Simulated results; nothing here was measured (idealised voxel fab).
process module | voxel gate over fins
cross-section cut | 295 nm wide | cells 5 nm
A cross-section is a grid of square cells, given in bands from the top down. A band is one or more rows of cells.
Each band's line starts with the height of the band's top and of its bottom, in nm. Then come its materials from left to right, each with its width in nm. One material with "throughout" fills the band from edge to edge. "air" is empty space.
Height 0 is the level under which the wafer as received is all one material. The lowest band goes on downwards, as in "0 down".
A width such as "30 to 40" changes by the same amount from each row of cells to the next, from the band's top row to its bottom row.
"no change" after a step means that no cell of the cross-section changed.
closed voids: empty space of 8 cells or more with no open way to the top, each as width x height at its distance from the left edge, in nm
after a step's settings: what the simulator itself notes on the step
overlay nm, on a step with a mask: how far to the right of its planned place the mask lay; to the left if negative
plan
1 op RECEIVE | material Si
2 op CONFORMAL_DEP | material SiN | thk nm 10
3 op DIRECTIONAL_DEP | material aC | thk nm 15
4 op PATTERN | tone cover | mask id FINS | material resist | width nm 15 | pitch nm 60 | thk nm 30 | overlay nm 0
5 op DIRECTIONAL_ETCH | etch materials aC | depth nm 15
6 op STRIP | etch materials resist
7 op DIRECTIONAL_ETCH | etch materials SiN | depth nm 10
8 op DIRECTIONAL_ETCH | etch materials Si | depth nm 35
9 op STRIP | etch materials aC
10 op FILL_DEP | material SiO2 | thk nm 15
11 op CMP | height nm 10
12 op DIRECTIONAL_DEP | material aC | thk nm 15
13 op PATTERN | tone open | mask id RAIL | material resist | width nm 15 | thk nm 30 | overlay nm 0
14 op DIRECTIONAL_ETCH | etch materials aC | depth nm 15
15 op STRIP | etch materials resist
16 op DIRECTIONAL_ETCH | etch materials SiO2 | depth nm 40
17 op STRIP | etch materials aC
18 op CONFORMAL_DEP | material TiN | thk nm 5
19 op FILL_DEP | material W | thk nm 10
20 op CMP | height nm 10
21 op SELECTIVE_ETCH | etch materials W Ru TiN | depth nm 25
22 op FILL_DEP | material SiO2 | thk nm 5
23 op CMP | height nm 10
24 op SELECTIVE_ETCH | etch materials SiO2 | depth nm 20
25 op STRIP | etch materials SiN
26 op CONFORMAL_DEP | material HfO2 | thk nm 5
27 op CONFORMAL_DEP | material TiN | thk nm 5
28 op CONFORMAL_DEP | material TiAl | thk nm 5
29 op CONFORMAL_DEP | material TiN | thk nm 5
30 op FILL_DEP | material W | thk nm 10
31 op CMP | height nm 25
32 op CONFORMAL_DEP | material SiCN | thk nm 5
first wafer, as planned
as received, after step 1
  0 down: Si throughout
  closed voids: none
after step 2
  10 to 0: SiN throughout
  below 0: unchanged
after step 3
  25 to 10: aC throughout
  below 10: unchanged
after step 4
  55 to 25: air 110 | resist 15 | air 45 | resist 15 | air 110
  below 25: unchanged
after step 5
  40 to 25: air 110 | resist 15 | air 45 | resist 15 | air 110
  25 to 10: air 110 | aC 15 | air 45 | aC 15 | air 110
  below 10: unchanged
after step 6
  25 to 10: air 110 | aC 15 | air 45 | aC 15 | air 110
  below 10: unchanged
after step 7
  25 to 10: air 110 | aC 15 | air 45 | aC 15 | air 110
  10 to 0: air 110 | SiN 15 | air 45 | SiN 15 | air 110
  below 0: unchanged
after step 8
  25 to 10: air 110 | aC 15 | air 45 | aC 15 | air 110
  10 to 0: air 110 | SiN 15 | air 45 | SiN 15 | air 110
  0 to -35: air 110 | Si 15 | air 45 | Si 15 | air 110
  below -35: unchanged
after step 9
  10 to 0: air 110 | SiN 15 | air 45 | SiN 15 | air 110
  below 0: unchanged
after step 10
  25 to 10: SiO2 throughout
  10 to 0: SiO2 110 | SiN 15 | SiO2 45 | SiN 15 | SiO2 110
  0 to -35: SiO2 110 | Si 15 | SiO2 45 | Si 15 | SiO2 110
  below -35: unchanged
after step 11
  10 to 0: SiO2 110 | SiN 15 | SiO2 45 | SiN 15 | SiO2 110
  below 0: unchanged
after step 12
  25 to 10: aC throughout
  below 10: unchanged
after step 13
  55 to 25: resist 140 | air 15 | resist 140
  below 25: unchanged
after step 14
  40 to 25: resist 140 | air 15 | resist 140
  25 to 10: aC 140 | air 15 | aC 140
  below 10: unchanged
after step 15
  25 to 10: aC 140 | air 15 | aC 140
  below 10: unchanged
after step 16
  25 to 10: aC 140 | air 15 | aC 140
  10 to 0: SiO2 110 | SiN 15 | SiO2 15 | air 15 | SiO2 15 | SiN 15 | SiO2 110
  0 to -30: SiO2 110 | Si 15 | SiO2 15 | air 15 | SiO2 15 | Si 15 | SiO2 110
  below -30: unchanged
after step 17
  10 to 0: SiO2 110 | SiN 15 | SiO2 15 | air 15 | SiO2 15 | SiN 15 | SiO2 110
  below 0: unchanged
after step 18
  15 to 10: TiN 145 | air 5 | TiN 145
  10 to 0: SiO2 110 | SiN 15 | SiO2 15 | TiN 5 | air 5 | TiN 5 | SiO2 15 | SiN 15 | SiO2 110
  0 to -25: SiO2 110 | Si 15 | SiO2 15 | TiN 5 | air 5 | TiN 5 | SiO2 15 | Si 15 | SiO2 110
  -25 to -30: SiO2 110 | Si 15 | SiO2 15 | TiN 15 | SiO2 15 | Si 15 | SiO2 110
  below -30: unchanged
after step 19
  25 to 15: W throughout
  15 to 10: TiN 145 | W 5 | TiN 145
  10 to 0: SiO2 110 | SiN 15 | SiO2 15 | TiN 5 | W 5 | TiN 5 | SiO2 15 | SiN 15 | SiO2 110
  0 to -25: SiO2 110 | Si 15 | SiO2 15 | TiN 5 | W 5 | TiN 5 | SiO2 15 | Si 15 | SiO2 110
  below -25: unchanged
after step 20
  10 to 0: SiO2 110 | SiN 15 | SiO2 15 | TiN 5 | W 5 | TiN 5 | SiO2 15 | SiN 15 | SiO2 110
  below 0: unchanged
after step 21
  10 to 0: SiO2 110 | SiN 15 | SiO2 15 | air 15 | SiO2 15 | SiN 15 | SiO2 110
  0 to -15: SiO2 110 | Si 15 | SiO2 15 | air 15 | SiO2 15 | Si 15 | SiO2 110
  below -15: unchanged
after step 22
  15 to 10: SiO2 throughout
  10 to 0: SiO2 110 | SiN 15 | SiO2 45 | SiN 15 | SiO2 110
  0 to -15: SiO2 110 | Si 15 | SiO2 45 | Si 15 | SiO2 110
  below -15: unchanged
after step 23
  10 to 0: SiO2 110 | SiN 15 | SiO2 45 | SiN 15 | SiO2 110
  below 0: unchanged
after step 24
  10 to 0: air 110 | SiN 15 | air 45 | SiN 15 | air 110
  0 to -10: air 110 | Si 15 | air 45 | Si 15 | air 110
  below -10: unchanged
after step 25
  0 to -10: air 110 | Si 15 | air 45 | Si 15 | air 110
  below -10: unchanged
after step 26
  5 to 0: air 105 | HfO2 25 | air 35 | HfO2 25 | air 105
  0 to -5: air 105 | HfO2 5 | Si 15 | HfO2 5 | air 35 | HfO2 5 | Si 15 | HfO2 5 | air 105
  -5 to -10: HfO2 110 | Si 15 | HfO2 45 | Si 15 | HfO2 110
  below -10: unchanged
after step 27
  10 to 5: air 100 | TiN 35 | air 25 | TiN 35 | air 100
  5 to 0: air 100 | TiN 5 | HfO2 25 | TiN 5 | air 25 | TiN 5 | HfO2 25 | TiN 5 | air 100
  0 to -5: TiN 105 | HfO2 5 | Si 15 | HfO2 5 | TiN 35 | HfO2 5 | Si 15 | HfO2 5 | TiN 105
  below -5: unchanged
after step 28
  15 to 10: air 95 | TiAl 45 | air 15 | TiAl 45 | air 95
  10 to 5: air 95 | TiAl 5 | TiN 35 | TiAl 5 | air 15 | TiAl 5 | TiN 35 | TiAl 5 | air 95
  5 to 0: TiAl 100 | TiN 5 | HfO2 25 | TiN 5 | TiAl 25 | TiN 5 | HfO2 25 | TiN 5 | TiAl 100
  below 0: unchanged
after step 29
  20 to 15: air 90 | TiN 55 | air 5 | TiN 55 | air 90
  15 to 10: air 90 | TiN 5 | TiAl 45 | TiN 5 | air 5 | TiN 5 | TiAl 45 | TiN 5 | air 90
  10 to 5: TiN 95 | TiAl 5 | TiN 35 | TiAl 5 | TiN 15 | TiAl 5 | TiN 35 | TiAl 5 | TiN 95
  below 5: unchanged
after step 30
  30 to 20: W throughout
  20 to 15: W 90 | TiN 55 | W 5 | TiN 55 | W 90
  15 to 10: W 90 | TiN 5 | TiAl 45 | TiN 5 | W 5 | TiN 5 | TiAl 45 | TiN 5 | W 90
  below 10: unchanged
after step 31
  25 to 20: W throughout
  below 20: unchanged
after step 32
  30 to 25: SiCN throughout
  below 25: unchanged
second wafer: like start, like plan, one mistake. Through step 21 it matches the first wafer
when step 22 should have ended
  15 to 10: W throughout
  10 to 0: SiO2 110 | SiN 15 | SiO2 15 | W 15 | SiO2 15 | SiN 15 | SiO2 110
  0 to -15: SiO2 110 | Si 15 | SiO2 15 | W 15 | SiO2 15 | Si 15 | SiO2 110
  below -15: unchanged
when step 23 should have ended
  10 to 0: SiO2 110 | SiN 15 | SiO2 15 | W 15 | SiO2 15 | SiN 15 | SiO2 110
  below 0: unchanged
when step 24 should have ended
  10 to 0: air 110 | SiN 15 | air 15 | W 15 | air 15 | SiN 15 | air 110
  0 to -10: air 110 | Si 15 | air 15 | W 15 | air 15 | Si 15 | air 110
  below -10: unchanged
when step 25 should have ended
  10 to 0: air 140 | W 15 | air 140
  below 0: unchanged
when step 26 should have ended
  15 to 10: air 135 | HfO2 25 | air 135
  10 to 5: air 135 | HfO2 5 | W 15 | HfO2 5 | air 135
  5 to 0: air 105 | HfO2 25 | air 5 | HfO2 5 | W 15 | HfO2 5 | air 5 | HfO2 25 | air 105
  0 to -5: air 105 | HfO2 5 | Si 15 | HfO2 5 | air 5 | HfO2 5 | W 15 | HfO2 5 | air 5 | HfO2 5 | Si 15 | HfO2 5 | air 105
  -5 to -10: HfO2 110 | Si 15 | HfO2 15 | W 15 | HfO2 15 | Si 15 | HfO2 110
  below -10: unchanged
when step 27 should have ended
  20 to 15: air 130 | TiN 35 | air 130
  15 to 10: air 130 | TiN 5 | HfO2 25 | TiN 5 | air 130
  10 to 5: air 100 | TiN 35 | HfO2 5 | W 15 | HfO2 5 | TiN 35 | air 100
  5 to 0: air 100 | TiN 5 | HfO2 25 | TiN 5 | HfO2 5 | W 15 | HfO2 5 | TiN 5 | HfO2 25 | TiN 5 | air 100
  0 to -5: TiN 105 | HfO2 5 | Si 15 | HfO2 5 | TiN 5 | HfO2 5 | W 15 | HfO2 5 | TiN 5 | HfO2 5 | Si 15 | HfO2 5 | TiN 105
  below -5: unchanged
when step 28 should have ended
  25 to 20: air 125 | TiAl 45 | air 125
  20 to 15: air 125 | TiAl 5 | TiN 35 | TiAl 5 | air 125
  15 to 10: air 95 | TiAl 35 | TiN 5 | HfO2 25 | TiN 5 | TiAl 35 | air 95
  10 to 5: air 95 | TiAl 5 | TiN 35 | HfO2 5 | W 15 | HfO2 5 | TiN 35 | TiAl 5 | air 95
  5 to 0: TiAl 100 | TiN 5 | HfO2 25 | TiN 5 | HfO2 5 | W 15 | HfO2 5 | TiN 5 | HfO2 25 | TiN 5 | TiAl 100
  below 0: unchanged
when step 29 should have ended
  30 to 25: air 120 | TiN 55 | air 120
  25 to 20: air 120 | TiN 5 | TiAl 45 | TiN 5 | air 120
  20 to 15: air 90 | TiN 35 | TiAl 5 | TiN 35 | TiAl 5 | TiN 35 | air 90
  15 to 10: air 90 | TiN 5 | TiAl 35 | TiN 5 | HfO2 25 | TiN 5 | TiAl 35 | TiN 5 | air 90
  10 to 5: TiN 95 | TiAl 5 | TiN 35 | HfO2 5 | W 15 | HfO2 5 | TiN 35 | TiAl 5 | TiN 95
  below 5: unchanged
when step 30 should have ended
  40 to 30: W throughout
  30 to 25: W 120 | TiN 55 | W 120
  25 to 20: W 120 | TiN 5 | TiAl 45 | TiN 5 | W 120
  20 to 15: W 90 | TiN 35 | TiAl 5 | TiN 35 | TiAl 5 | TiN 35 | W 90
  15 to 10: W 90 | TiN 5 | TiAl 35 | TiN 5 | HfO2 25 | TiN 5 | TiAl 35 | TiN 5 | W 90
  below 10: unchanged
when step 31 should have ended
  25 to 20: W 120 | TiN 5 | TiAl 45 | TiN 5 | W 120
  below 20: unchanged
when step 32 should have ended
  30 to 25: SiCN throughout
  below 25: unchanged
what went wrong: step 22 ran as: op FILL_DEP | material W | thk nm 5
at the end the second wafer has, in cells: 8 more of HfO2 | 3 fewer of SiO2 | 7 fewer of TiN | 2 more of W
